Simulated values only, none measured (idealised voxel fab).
Proc. module: voxel wiring stack
Displayed cross-section: cut, width of 275 nm, square cells sized 5 nm.
Cross-section = grid of square cells, listed top down in bands; band = one or more rows.
First you get the band's top height and its bottom height, in nm, and then the materials it's made of, left to right, with each width in nm. If you see a single material with "full width", that one covers the band edge to edge. "blank" is empty space.
Height is counted from the level 0, under which the received wafer is composed throughout of one material. The lowest of the bands is not closed at the bottom but continues downward, in the notation "0 down".
Width spec "30..40" -> top row of cells at first value, bottom row at second value, equal per-row change in between.
Step note "nothing got changed" = no cross-section cell changed.
"Closed-off voids" enumerates empty spaces isolated from the top, with no open way to it, that contain at least 8 cells, giving each as width x height at distance from the left edge, all three in nm.
Note: text after step settings on the step line = simulator remark on that step.
A step line may carry the setting "overlay nm", which, for steps involving a mask, states the distance by which the mask lay to the right of its intended position; negative values denote displacement to the left.
PLANNED STEP LIST FOR THE PROCESS
1. op RECEIVE | material Si
2. op CONFORMAL_DEP | material SiO2 | thk nm 15
3. op DIRECTIONAL_DEP | material TiN | thk nm 5
4. op DIRECTIONAL_DEP | material Ru | thk nm 15
5. op DIRECTIONAL_DEP | material aC | thk nm 15
6. op PATTERN | tone cover | mask id METAL_1 | material resist | width nm 25 | pitch nm 40 | thk nm 35 | overlay nm 0
7. op DIRECTIONAL_ETCH | etch materials aC | depth nm 15
8. op STRIP | etch materials resist
9. op DIRECTIONAL_ETCH | etch materials Ru | depth nm 5
10. op DIRECTIONAL_ETCH | etch materials TiN | depth nm 5
11. op STRIP | etch materials aC
12. op FILL_DEP | material lowk | thk nm 5
13. op CMP | height nm 35
14. op CONFORMAL_DEP | material SiCN | thk nm 5
15. op DIRECTIONAL_DEP | material lowk | thk nm 15
16. op DIRECTIONAL_DEP | material aC | thk nm 15
17. op PATTERN | tone open | mask id PLUG_1 | material resist | width nm 15 | pitch nm 40 | thk nm 35 | overlay nm 0
18. op DIRECTIONAL_ETCH | etch materials aC | depth nm 15
19. op STRIP | etch materials resist
20. op DIRECTIONAL_ETCH | etch materials lowk | depth nm 15
21. op DIRECTIONAL_ETCH | etch materials SiCN | depth nm 5
22. op STRIP | etch materials aC
23. op EPI | material Ru | thk nm 10
24. op EPI | material Ru | thk nm 10
25. op CONFORMAL_DEP | material SiN | thk nm 5
26. op DIRECTIONAL_DEP | material SiO2 | thk nm 15
27. op MASKED_ETCH | tone open | mask id METAL_2 | width nm 25 | pitch nm 40 | etch materials SiO2 | depth nm 15 | overlay nm 0
28. op MASKED_ETCH | tone open | mask id METAL_2 | width nm 25 | pitch nm 40 | etch materials SiN | depth nm 5 | overlay nm 0
29. op CONFORMAL_DEP | material TiN | thk nm 5
30. op FILL_DEP | material Cu | thk nm 5
31. op CMP | height nm 75
32. op EPI | material Ru | thk nm 5
33. op FILL_DEP | material SiCN | thk nm 5
34. op DIRECTIONAL_DEP | material SiO2 | thk nm 35
35. op MASKED_ETCH | tone open | mask id METAL_3 | width nm 25 | pitch nm 40 | etch materials SiO2 | depth nm 20 | overlay nm 0
36. op DIRECTIONAL_DEP | material aC | thk nm 10
37. op PATTERN | tone open | mask id METAL_3_HOLES | material resist | width nm 15 | pitch nm 80 | thk nm 30 | overlay nm 0
38. op DIRECTIONAL_ETCH | etch materials aC | depth nm 10
39. op STRIP | etch materials resist
40. op DIRECTIONAL_ETCH | etch materials SiO2 | depth nm 15
41. op DIRECTIONAL_ETCH | etch materials SiCN | depth nm 5
42. op STRIP | etch materials aC
43. op CONFORMAL_DEP | material TiN | thk nm 5
44. op FILL_DEP | material Cu | thk nm 5
45. op CMP | height nm 120
46. op CONFORMAL_DEP | material SiN | thk nm 5
The depth nm used in step 9 is not the same on every wafer, whereas the starting condition is; the value printed in the plan is the first wafer's.
FIRST OF SEVERAL WAFERS (AS RECEIVED, POST STEP 1), CROSS-SECTIONAL VIEW
    0 down | Si full width
    Closed-off voids: none
PER WAFER (ROW), END OF MODULE: DELTA IN CELLS PER MATERIAL SINCE RECEIPT, (+) FOR GAINED, (-) FOR LOST; CLOSED VOIDS AFTER THAT
depth nm 5, +80 Cu, +206 Ru, +119 SiCN, +90 SiN, +557 SiO2, +159 TiN, +164 lowk, Closed-off voids: none
depth nm 10, +80 Cu, +171 Ru, +119 SiCN, +90 SiN, +557 SiO2, +159 TiN, +199 lowk, Closed-off voids: none
depth nm 15, +80 Cu, +136 Ru, +119 SiCN, +90 SiN, +557 SiO2, +124 TiN, +269 lowk, Closed-off voids: none
depth nm 20, +80 Cu, +136 Ru, +119 SiCN, +90 SiN, +557 SiO2, +124 TiN, +269 lowk, Closed-off voids: none
depth nm 25, +80 Cu, +136 Ru, +119 SiCN, +90 SiN, +557 SiO2, +124 TiN, +269 lowk, Closed-off voids: none
depth nm 30, +80 Cu, +136 Ru, +119 SiCN, +90 SiN, +557 SiO2, +124 TiN, +269 lowk, Closed-off voids: none
